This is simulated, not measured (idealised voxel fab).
The document below concerns the process module designated voxel gate over fins.
The figure presents cross-section cut, which has a width of 275 nm and is divided into square cells with an edge length of 5 nm.
Heads up, the way a cross-section reads in here is a grid of square cells, handed over as bands from the top down, with every band being one or more rows of cells.
Top height, bottom height, nm. Materials left to right, width each, nm. Single material + "full width" = fills band edge to edge. "air" = empty.
Counting heights begins at 0, where everything beneath is, in the wafer as received, one material. The lowest band has no bottom; it goes on downwards, as "0 down" shows.
When a width is written as two numbers, as in "30->40", the first number is the width in the top row of cells of the band and the second is the width in its bottom row, and the width changes by the same amount from each row to the next.
Basically "remained the same" means that step didn't change any cell in the cross-section.
You'll see "Enclosed cavities" listing empty spaces that have no way open to the top, as long as they're 8 cells or more; the notation is width x height at distance, where the distance is from the left edge, and all of it is in nm.
That trailing text on a step's line, after the settings, is the simulator's own remark on the step.
overlay nm: how far to the right of its planned place the mask lay on this masked step (negative: to the left).
## Here's what the planned process steps look like
1,RECEIVE [material Si]
2,CONFORMAL_DEP [material SiN] [thk nm 10]
3,PATTERN [tone cover] [mask id FINS] [material resist] [width nm 15] [pitch nm 60] [thk nm 15] [overlay nm 0]
4,DIRECTIONAL_ETCH [etch materials SiN] [depth nm 10]
5,DIRECTIONAL_ETCH [etch materials Si] [depth nm 30]
6,STRIP [etch materials resist]
7,OXIDIZE [depth nm 5]
8,FILL_DEP [material SiO2] [thk nm 5]
9,CMP [height nm 10]
10,MASKED_ETCH [tone open] [mask id RAIL] [width nm 15] [etch materials SiO2] [depth nm 35] [overlay nm 0]
11,CONFORMAL_DEP [material TiN] [thk nm 5]
12,FILL_DEP [material W] [thk nm 5]
13,CMP [height nm 10]
14,SELECTIVE_ETCH [etch materials W Ru TiN] [depth nm 30]
15,FILL_DEP [material SiO2] [thk nm 5]
16,CMP [height nm 10]
17,SELECTIVE_ETCH [etch materials SiO2] [depth nm 25]
18,STRIP [etch materials SiN]
19,CONFORMAL_DEP [material HfO2] [thk nm 5]
20,CONFORMAL_DEP [material TiN] [thk nm 5]
21,CONFORMAL_DEP [material TiAl] [thk nm 5]
22,CONFORMAL_DEP [material TiN] [thk nm 5]
23,FILL_DEP [material W] [thk nm 15]
24,CMP [height nm 30]
25,CONFORMAL_DEP [material SiCN] [thk nm 5]
## Incoming wafer in cross-section (state: after step 1)
    0 down: Si full width
    Enclosed cavities: none
## Cross-sectional view of the first of the two wafers upon completion of the module, processed in accordance with the plan
    35 to 30: SiCN full width
    30 to 20: W full width
    20 to 15: W (55) | TiN (45) | W (15) | TiN (45) | W (15) | TiN (45) | W (55)
    15 to 10: W (55) | TiN (5) | TiAl (35) | TiN (5) | W (15) | TiN (5) | TiAl (35) | TiN (5) | W (15) | TiN (5) | TiAl (35) | TiN (5) | W (55)
    10 to 5: W (55) | TiN (5) | TiAl (5) | TiN (25) | TiAl (5) | TiN (5) | W (15) | TiN (5) | TiAl (5) | TiN (25) | TiAl (5) | TiN (5) | W (15) | TiN (5) | TiAl (5) | TiN (25) | TiAl (5) | TiN (5) | W (55)
    5 to 0: TiN (60) | TiAl (5) | TiN (5) | HfO2 (15) | TiN (5) | TiAl (5) | TiN (25) | TiAl (5) | TiN (5) | HfO2 (15) | TiN (5) | TiAl (5) | TiN (25) | TiAl (5) | TiN (5) | HfO2 (15) | TiN (5) | TiAl (5) | TiN (60)
    0 to -5: TiAl (65) | TiN (5) | HfO2 (5) | Si (5) | HfO2 (5) | TiN (5) | TiAl (35) | TiN (5) | HfO2 (5) | Si (5) | HfO2 (5) | TiN (5) | TiAl (35) | TiN (5) | HfO2 (5) | Si (5) | HfO2 (5) | TiN (5) | TiAl (65)
    -5 to -10: TiN (70) | HfO2 (5) | Si (5) | HfO2 (5) | TiN (45) | HfO2 (5) | Si (5) | HfO2 (5) | TiN (45) | HfO2 (5) | Si (5) | HfO2 (5) | TiN (70)
    -10 to -15: HfO2 (75) | Si (5) | HfO2 (55) | Si (5) | HfO2 (55) | Si (5) | HfO2 (75)
    -15 to -20: SiO2 (75) | Si (5) | SiO2 (55) | Si (5) | SiO2 (55) | Si (5) | SiO2 (75)
    -20 to -25: SiO2 (75) | Si (5) | SiO2 (20) | TiN (15) | SiO2 (20) | Si (5) | SiO2 (55) | Si (5) | SiO2 (75)
    -25 to -35: SiO2 (75) | Si (5) | SiO2 (55) | Si (5) | SiO2 (55) | Si (5) | SiO2 (75)
    -35 down: Si full width
    Enclosed cavities: none
## Second wafer of the two, sectioned at the end of the module. It began like the first and followed the same plan, but one mistake was made while running it
    35 to 30: SiCN full width
    30 to 25: W (80) | TiN (55) | W (140)
    25 to 20: W (80) | TiN (5) | TiAl (45) | TiN (5) | W (140)
    20 to 15: W (55) | TiN (30) | TiAl (5) | TiN (35) | TiAl (5) | TiN (30) | W (15) | TiN (45) | W (55)
    15 to 10: W (55) | TiN (5) | TiAl (30) | TiN (5) | HfO2 (25) | TiN (5) | TiAl (30) | TiN (5) | W (15) | TiN (5) | TiAl (35) | TiN (5) | W (55)
    10 to 5: W (55) | TiN (5) | TiAl (5) | TiN (30) | HfO2 (25) | TiN (30) | TiAl (5) | TiN (5) | W (15) | TiN (5) | TiAl (5) | TiN (25) | TiAl (5) | TiN (5) | W (55)
    5 to 0: TiN (60) | TiAl (5) | TiN (5) | HfO2 (15) | TiN (10) | HfO2 (25) | TiN (10) | HfO2 (15) | TiN (5) | TiAl (5) | TiN (25) | TiAl (5) | TiN (5) | HfO2 (15) | TiN (5) | TiAl (5) | TiN (60)
    0 to -5: TiAl (65) | TiN (5) | HfO2 (5) | Si (5) | HfO2 (5) | TiN (10) | HfO2 (25) | TiN (10) | HfO2 (5) | Si (5) | HfO2 (5) | TiN (5) | TiAl (35) | TiN (5) | HfO2 (5) | Si (5) | HfO2 (5) | TiN (5) | TiAl (65)
    -5 to -10: TiN (70) | HfO2 (5) | Si (5) | HfO2 (5) | TiN (10) | HfO2 (25) | TiN (10) | HfO2 (5) | Si (5) | HfO2 (5) | TiN (45) | HfO2 (5) | Si (5) | HfO2 (5) | TiN (70)
    -10 to -15: HfO2 (75) | Si (5) | HfO2 (55) | Si (5) | HfO2 (55) | Si (5) | HfO2 (75)
    -15 to -20: SiO2 (75) | Si (5) | SiO2 (20) | HfO2 (15) | SiO2 (20) | Si (5) | SiO2 (55) | Si (5) | SiO2 (75)
    -20 to -25: SiO2 (75) | Si (5) | SiO2 (20) | TiN (15) | SiO2 (20) | Si (5) | SiO2 (55) | Si (5) | SiO2 (75)
    -25 to -35: SiO2 (75) | Si (5) | SiO2 (55) | Si (5) | SiO2 (55) | Si (5) | SiO2 (75)
    -35 down: Si full width
    Enclosed cavities: none
Plan not followed: heads up, step 15 didn't go per plan, it actually ran as FILL_DEP [material HfO2] [thk nm 5]
Final comparison by cell count, materials where the second wafer has more or fewer than the first: 28 more of HfO2; 3 fewer of SiO2; 2 fewer of TiAl; 8 more of TiN; 31 fewer of W
